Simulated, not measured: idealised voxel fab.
The process module that follows is named voxel self aligned contacts.
Each square cell in cross-section cut measures 5 nm, and the section as a whole is 300 nm wide.
Cross-section format: a grid of square cells, given as bands from top to bottom; each band is one or more rows of cells.
Heads up on the band format: heights come first, top then bottom, in nm. After that it's the materials left to right, each with its width in nm. A single material flagged "throughout" fills the whole band edge to edge, and "blank" means there's empty space there.
All heights in this document are referenced to 0, defined as the level beneath which the wafer, as received, consists entirely of one material. The lowest band is not bounded below; it extends indefinitely downward and is written in the form "0 -> down".
It should be noted that a width expressed as "30 to 40" varies in equal increments from row to row of cells within the band, taking the value of the first number at the top row and that of the second number at the bottom row.
Basically "no change occurred" means that step didn't change any cell in the cross-section.
"Closed-off voids" lists enclosed empty spaces (at least 8 cells, no open path upward to the top), each as width x height at distance from the left edge, in nm.
Anything after a step's settings on that line? It's the simulator's own note about the step.
Steps that use a mask can have "overlay nm" on their line. It says how far the mask sat to the right of where it was meant to be. Negative means to the left.
LIST OF PLANNED PROCESS STEPS
1) RECEIVE | material Si
2) OXIDIZE | depth nm 5
3) DIRECTIONAL_DEP | material polySi | thk nm 30
4) DIRECTIONAL_DEP | material SiN | thk nm 20
5) DIRECTIONAL_DEP | material aC | thk nm 10
6) PATTERN | tone cover | mask id GATE | material resist | width nm 25 | pitch nm 50 | thk nm 25 | overlay nm 0
7) DIRECTIONAL_ETCH | etch materials aC | depth nm 10
8) STRIP | etch materials resist
9) DIRECTIONAL_ETCH | etch materials SiN | depth nm 20
10) DIRECTIONAL_ETCH | etch materials polySi | depth nm 30
11) STRIP | etch materials aC
12) CONFORMAL_DEP | material SiN | thk nm 5
13) DIRECTIONAL_ETCH | etch materials SiN | depth nm 5
14) FILL_DEP | material SiO2 | thk nm 10
15) CMP | height nm 55
16) PATTERN | tone open | mask id CONTACT | material resist | width nm 35 | pitch nm 50 | thk nm 15 | overlay nm 0
17) DIRECTIONAL_ETCH | etch materials SiO2 | depth nm 60
18) STRIP | etch materials resist
19) CONFORMAL_DEP | material TiN | thk nm 5
20) FILL_DEP | material W | thk nm 5
21) CMP | height nm 55
22) CONFORMAL_DEP | material SiCN | thk nm 5
AS RECEIVED (POST STEP 1): CROSS-SECTION
* 0 -> down = Si throughout
* Closed-off voids: none
CROSS-SECTION: FIRST OF TWO WAFERS, MODULE FINISHED, RUN ACCORDING TO PLAN
* 60 -> 55 = SiCN throughout
* 55 -> 50 = 105 SiO2 / 15 TiN / 5 W / 15 TiN / 15 SiO2 / 15 TiN / 5 W / 15 TiN / 110 SiO2
* 50 -> 30 = 80 SiO2 / 35 SiN / 5 TiN / 5 W / 5 TiN / 35 SiN / 5 TiN / 5 W / 5 TiN / 35 SiN / 85 SiO2
* 30 -> 0 = 80 SiO2 / 5 SiN / 25 polySi / 5 SiN / 5 TiN / 5 W / 5 TiN / 5 SiN / 25 polySi / 5 SiN / 5 TiN / 5 W / 5 TiN / 5 SiN / 25 polySi / 5 SiN / 85 SiO2
* 0 -> -5 = 115 SiO2 / 15 TiN / 35 SiO2 / 15 TiN / 120 SiO2
* -5 -> down = Si throughout
* Closed-off voids: none
CROSS-SECTIONAL VIEW: SECOND OF TWO WAFERS, END OF MODULE; START AND PLAN IDENTICAL TO THE FIRST, ONE MISTAKE IN RUNNING
* 60 -> 55 = SiCN throughout
* 55 -> 50 = 95 SiO2 / 25 TiN / 5 W / 5 TiN / 15 SiO2 / 25 TiN / 5 W / 5 TiN / 120 SiO2
* 50 -> 30 = 80 SiO2 / 35 SiN / 5 TiN / 5 W / 5 TiN / 35 SiN / 5 TiN / 5 W / 5 TiN / 35 SiN / 85 SiO2
* 30 -> 0 = 80 SiO2 / 5 SiN / 25 polySi / 5 SiN / 5 TiN / 5 W / 5 TiN / 5 SiN / 25 polySi / 5 SiN / 5 TiN / 5 W / 5 TiN / 5 SiN / 25 polySi / 5 SiN / 85 SiO2
* 0 -> -5 = 115 SiO2 / 15 TiN / 35 SiO2 / 15 TiN / 120 SiO2
* -5 -> down = Si throughout
* Closed-off voids: none
Misprocessing identified: note that step 16 departed from the planned setting and was carried out as PATTERN | tone open | mask id CONTACT | material resist | width nm 35 | pitch nm 50 | thk nm 15 | overlay nm -10
End check, second vs first wafer: material counts in cells match, positions do not.
